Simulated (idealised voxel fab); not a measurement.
Proc. module: voxel double patterning
Shown is cross-section cut, with a width of 300 nm and square cells of size 5 nm.
Bands, listed from the top down, are how a cross-section gets written in this document; the cross-section itself is a grid of square cells, and a band is one or more rows of them.
A band entry consists of two parts. The first gives the height of the band's top and the height of its bottom, in nm. The rest lists the band's materials from left to right, each with its width in nm. A single material labelled with the word "all across" fills the band from edge to edge, and the word "blank" marks empty space.
Where do heights start? At 0: under that level the wafer as delivered is made of one material only. And the lowest band has no floor; it just carries on downward, as in "from 0 down".
So if you see something like "30 to 40" for the width, read it as the top row of the band sitting at the first number and the bottom row at the second, with every row in between moving by the same amount as the last.
You'll sometimes find "no alteration" written for a step, and that's the way of saying that nowhere in the cross-section did a cell change during that step.
"Closed cavity list": empty spaces of 8 cells or more with no open way to the top, each given as width x height at distance, distance from the left edge, all in nm.
Whatever follows a step's settings on its line is a remark the simulator itself makes about that step.
overlay nm: how far to the right of its planned place the mask lay on this masked step (negative: to the left).
PLANNED PROCESS STEPS
1,RECEIVE (material Si)
2,CONFORMAL_DEP (material SiO2; thk nm 5)
3,DIRECTIONAL_DEP (material W; thk nm 15)
4,DIRECTIONAL_DEP (material SiCN; thk nm 10)
5,DIRECTIONAL_DEP (material aC; thk nm 15)
6,PATTERN (tone open; mask id FIRST; material resist; width nm 15; pitch nm 50; thk nm 30; overlay nm 0)
7,DIRECTIONAL_ETCH (etch materials aC; depth nm 15)
8,STRIP (etch materials resist)
9,DIRECTIONAL_ETCH (etch materials SiCN; depth nm 10)
10,STRIP (etch materials aC)
11,PATTERN (tone open; mask id SECOND; material resist; width nm 15; pitch nm 50; thk nm 15; overlay nm 0)
12,DIRECTIONAL_ETCH (etch materials SiCN; depth nm 10)
13,STRIP (etch materials resist)
14,DIRECTIONAL_ETCH (etch materials W; depth nm 15)
15,STRIP (etch materials SiCN)
Across this set of wafers, the varied parameter is the width nm of step 11. Starting conditions are identical for every wafer, and the plan reports the value assigned to the first wafer.
CROSS-SECTION, FIRST OF SEVERAL WAFERS, AS DELIVERED AFTER STEP 1
	from 0 down = Si all across
	Closed cavity list: none
FIRST OF SEVERAL WAFERS, SECTIONED AT END OF MODULE (LAST STEP: STEP 15)
	from 20 to 5 = W (90) | blank (15) | W (10) | blank (15) | W (10) | blank (15) | W (10) | blank (15) | W (10) | blank (15) | W (95)
	from 5 to 0 = SiO2 all across
	from 0 down = Si all across
	Closed cavity list: none
CROSS-SECTIONAL DEPICTION OF THE LAST OF SEVERAL WAFERS UPON COMPLETION OF THE MODULE
	from 20 to 5 = W (90) | blank (15) | W (5) | blank (45) | W (5) | blank (45) | W (95)
	from 5 to 0 = SiO2 all across
	from 0 down = Si all across
	Closed cavity list: none
ROWS = WAFERS. AT MODULE END, EACH ROW LISTS PER MATERIAL THE CELLS GAINED (+) OR LOST (-) SINCE THE WAFER WAS RECEIVED, THEN THE CLOSED VOIDS
width nm 15 | +60 SiO2 | +135 W | Closed cavity list: none
width nm 20 | +60 SiO2 | +129 W | Closed cavity list: none
width nm 25 | +60 SiO2 | +123 W | Closed cavity list: none
width nm 30 | +60 SiO2 | +117 W | Closed cavity list: none
